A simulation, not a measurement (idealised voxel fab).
process module | voxel self aligned contacts
cross-section cut | 285 nm wide | cells 5 nm
A cross-section is a grid of square cells, given in bands from the top down. A band is one or more rows of cells.
Each band's line starts with the height of the band's top and of its bottom, in nm. Then come its materials from left to right, each with its width in nm. One material with "throughout" fills the band from edge to edge. "air" is empty space.
Height 0 is the level under which the wafer as received is all one material. The lowest band goes on downwards, as in "0 down".
A width such as "30 to 40" changes by the same amount from each row of cells to the next, from the band's top row to its bottom row.
"no change" after a step means that no cell of the cross-section changed.
closed voids: empty space of 8 cells or more with no open way to the top, each as width x height at its distance from the left edge, in nm
after a step's settings: what the simulator itself notes on the step
overlay nm, on a step with a mask: how far to the right of its planned place the mask lay; to the left if negative
plan
1 op RECEIVE | material Si
2 op OXIDIZE | depth nm 5
3 op DIRECTIONAL_DEP | material polySi | thk nm 30
4 op DIRECTIONAL_DEP | material SiN | thk nm 20
5 op DIRECTIONAL_DEP | material aC | thk nm 15
6 op PATTERN | tone cover | mask id GATE | material resist | width nm 25 | pitch nm 60 | thk nm 30 | overlay nm 0
7 op DIRECTIONAL_ETCH | etch materials aC | depth nm 15
8 op STRIP | etch materials resist
9 op DIRECTIONAL_ETCH | etch materials SiN | depth nm 20
10 op DIRECTIONAL_ETCH | etch materials polySi | depth nm 30
11 op STRIP | etch materials aC
12 op CONFORMAL_DEP | material SiN | thk nm 10
13 op DIRECTIONAL_ETCH | etch materials SiN | depth nm 10
14 op FILL_DEP | material SiO2 | thk nm 15
15 op CMP | height nm 55
16 op MASKED_ETCH | tone open | mask id CONTACT | width nm 45 | pitch nm 60 | etch materials SiO2 | depth nm 60 | overlay nm 0
17 op CONFORMAL_DEP | material TiN | thk nm 5
18 op FILL_DEP | material Ru | thk nm 10
19 op CMP | height nm 55
20 op CONFORMAL_DEP | material SiN | thk nm 5
first wafer, as planned
as received, after step 1
  0 down: Si throughout
  closed voids: none
after step 2
  0 to -5: SiO2 throughout
  below -5: unchanged
after step 3
  30 to 0: polySi throughout
  below 0: unchanged
after step 4
  50 to 30: SiN throughout
  below 30: unchanged
after step 5
  65 to 50: aC throughout
  below 50: unchanged
after step 6
  95 to 65: air 70 | resist 25 | air 35 | resist 25 | air 35 | resist 25 | air 70
  below 65: unchanged
after step 7
  80 to 65: air 70 | resist 25 | air 35 | resist 25 | air 35 | resist 25 | air 70
  65 to 50: air 70 | aC 25 | air 35 | aC 25 | air 35 | aC 25 | air 70
  below 50: unchanged
after step 8
  65 to 50: air 70 | aC 25 | air 35 | aC 25 | air 35 | aC 25 | air 70
  below 50: unchanged
after step 9
  65 to 50: air 70 | aC 25 | air 35 | aC 25 | air 35 | aC 25 | air 70
  50 to 30: air 70 | SiN 25 | air 35 | SiN 25 | air 35 | SiN 25 | air 70
  below 30: unchanged
after step 10
  65 to 50: air 70 | aC 25 | air 35 | aC 25 | air 35 | aC 25 | air 70
  50 to 30: air 70 | SiN 25 | air 35 | SiN 25 | air 35 | SiN 25 | air 70
  30 to 0: air 70 | polySi 25 | air 35 | polySi 25 | air 35 | polySi 25 | air 70
  below 0: unchanged
after step 11
  50 to 30: air 70 | SiN 25 | air 35 | SiN 25 | air 35 | SiN 25 | air 70
  below 30: unchanged
after step 12
  60 to 30: air 60 | SiN 45 | air 15 | SiN 45 | air 15 | SiN 45 | air 60
  30 to 10: air 60 | SiN 10 | polySi 25 | SiN 10 | air 15 | SiN 10 | polySi 25 | SiN 10 | air 15 | SiN 10 | polySi 25 | SiN 10 | air 60
  10 to 0: SiN 70 | polySi 25 | SiN 35 | polySi 25 | SiN 35 | polySi 25 | SiN 70
  below 0: unchanged
after step 13
  50 to 30: air 60 | SiN 45 | air 15 | SiN 45 | air 15 | SiN 45 | air 60
  30 to 0: air 60 | SiN 10 | polySi 25 | SiN 10 | air 15 | SiN 10 | polySi 25 | SiN 10 | air 15 | SiN 10 | polySi 25 | SiN 10 | air 60
  below 0: unchanged
after step 14
  65 to 50: SiO2 throughout
  50 to 30: SiO2 60 | SiN 45 | SiO2 15 | SiN 45 | SiO2 15 | SiN 45 | SiO2 60
  30 to 0: SiO2 60 | SiN 10 | polySi 25 | SiN 10 | SiO2 15 | SiN 10 | polySi 25 | SiN 10 | SiO2 15 | SiN 10 | polySi 25 | SiN 10 | SiO2 60
  below 0: unchanged
after step 15
  55 to 50: SiO2 throughout
  below 50: unchanged
after step 16
  55 to 50: SiO2 90 | air 45 | SiO2 15 | air 45 | SiO2 90
  50 to 30: SiO2 60 | SiN 45 | air 15 | SiN 45 | air 15 | SiN 45 | SiO2 60
  30 to 0: SiO2 60 | SiN 10 | polySi 25 | SiN 10 | air 15 | SiN 10 | polySi 25 | SiN 10 | air 15 | SiN 10 | polySi 25 | SiN 10 | SiO2 60
  0 to -5: SiO2 105 | air 15 | SiO2 45 | air 15 | SiO2 105
  below -5: unchanged
after step 17
  60 to 55: TiN 95 | air 35 | TiN 25 | air 35 | TiN 95
  55 to 50: SiO2 90 | TiN 20 | air 5 | TiN 20 | SiO2 15 | TiN 20 | air 5 | TiN 20 | SiO2 90
  50 to 30: SiO2 60 | SiN 45 | TiN 5 | air 5 | TiN 5 | SiN 45 | TiN 5 | air 5 | TiN 5 | SiN 45 | SiO2 60
  30 to 0: SiO2 60 | SiN 10 | polySi 25 | SiN 10 | TiN 5 | air 5 | TiN 5 | SiN 10 | polySi 25 | SiN 10 | TiN 5 | air 5 | TiN 5 | SiN 10 | polySi 25 | SiN 10 | SiO2 60
  0 to -5: SiO2 105 | TiN 15 | SiO2 45 | TiN 15 | SiO2 105
  below -5: unchanged
after step 18
  70 to 60: Ru throughout
  60 to 55: TiN 95 | Ru 35 | TiN 25 | Ru 35 | TiN 95
  55 to 50: SiO2 90 | TiN 20 | Ru 5 | TiN 20 | SiO2 15 | TiN 20 | Ru 5 | TiN 20 | SiO2 90
  50 to 30: SiO2 60 | SiN 45 | TiN 5 | Ru 5 | TiN 5 | SiN 45 | TiN 5 | Ru 5 | TiN 5 | SiN 45 | SiO2 60
  30 to 0: SiO2 60 | SiN 10 | polySi 25 | SiN 10 | TiN 5 | Ru 5 | TiN 5 | SiN 10 | polySi 25 | SiN 10 | TiN 5 | Ru 5 | TiN 5 | SiN 10 | polySi 25 | SiN 10 | SiO2 60
  below 0: unchanged
after step 19
  55 to 50: SiO2 90 | TiN 20 | Ru 5 | TiN 20 | SiO2 15 | TiN 20 | Ru 5 | TiN 20 | SiO2 90
  below 50: unchanged
after step 20
  60 to 55: SiN throughout
  below 55: unchanged
second wafer: like start, like plan, one mistake. Through step 14 it matches the first wafer
when step 15 should have ended
  50 to 30: SiO2 60 | SiN 45 | SiO2 15 | SiN 45 | SiO2 15 | SiN 45 | SiO2 60
  below 30: unchanged
when step 16 should have ended
  50 to 30: SiO2 60 | SiN 45 | air 15 | SiN 45 | air 15 | SiN 45 | SiO2 60
  30 to 0: SiO2 60 | SiN 10 | polySi 25 | SiN 10 | air 15 | SiN 10 | polySi 25 | SiN 10 | air 15 | SiN 10 | polySi 25 | SiN 10 | SiO2 60
  0 to -5: SiO2 105 | air 15 | SiO2 45 | air 15 | SiO2 105
  below -5: unchanged
when step 17 should have ended
  55 to 50: TiN 110 | air 5 | TiN 55 | air 5 | TiN 110
  50 to 30: SiO2 60 | SiN 45 | TiN 5 | air 5 | TiN 5 | SiN 45 | TiN 5 | air 5 | TiN 5 | SiN 45 | SiO2 60
  30 to 0: SiO2 60 | SiN 10 | polySi 25 | SiN 10 | TiN 5 | air 5 | TiN 5 | SiN 10 | polySi 25 | SiN 10 | TiN 5 | air 5 | TiN 5 | SiN 10 | polySi 25 | SiN 10 | SiO2 60
  0 to -5: SiO2 105 | TiN 15 | SiO2 45 | TiN 15 | SiO2 105
  below -5: unchanged
when step 18 should have ended
  65 to 55: Ru throughout
  55 to 50: TiN 110 | Ru 5 | TiN 55 | Ru 5 | TiN 110
  50 to 30: SiO2 60 | SiN 45 | TiN 5 | Ru 5 | TiN 5 | SiN 45 | TiN 5 | Ru 5 | TiN 5 | SiN 45 | SiO2 60
  30 to 0: SiO2 60 | SiN 10 | polySi 25 | SiN 10 | TiN 5 | Ru 5 | TiN 5 | SiN 10 | polySi 25 | SiN 10 | TiN 5 | Ru 5 | TiN 5 | SiN 10 | polySi 25 | SiN 10 | SiO2 60
  below 0: unchanged
when step 19 should have ended
  55 to 50: TiN 110 | Ru 5 | TiN 55 | Ru 5 | TiN 110
  below 50: unchanged
when step 20 should have ended
  60 to 55: SiN throughout
  below 55: unchanged
what went wrong: step 15 ran as: op CMP | height nm 50
at the end the second wafer has, in cells: 39 fewer of SiO2 | 39 more of TiN
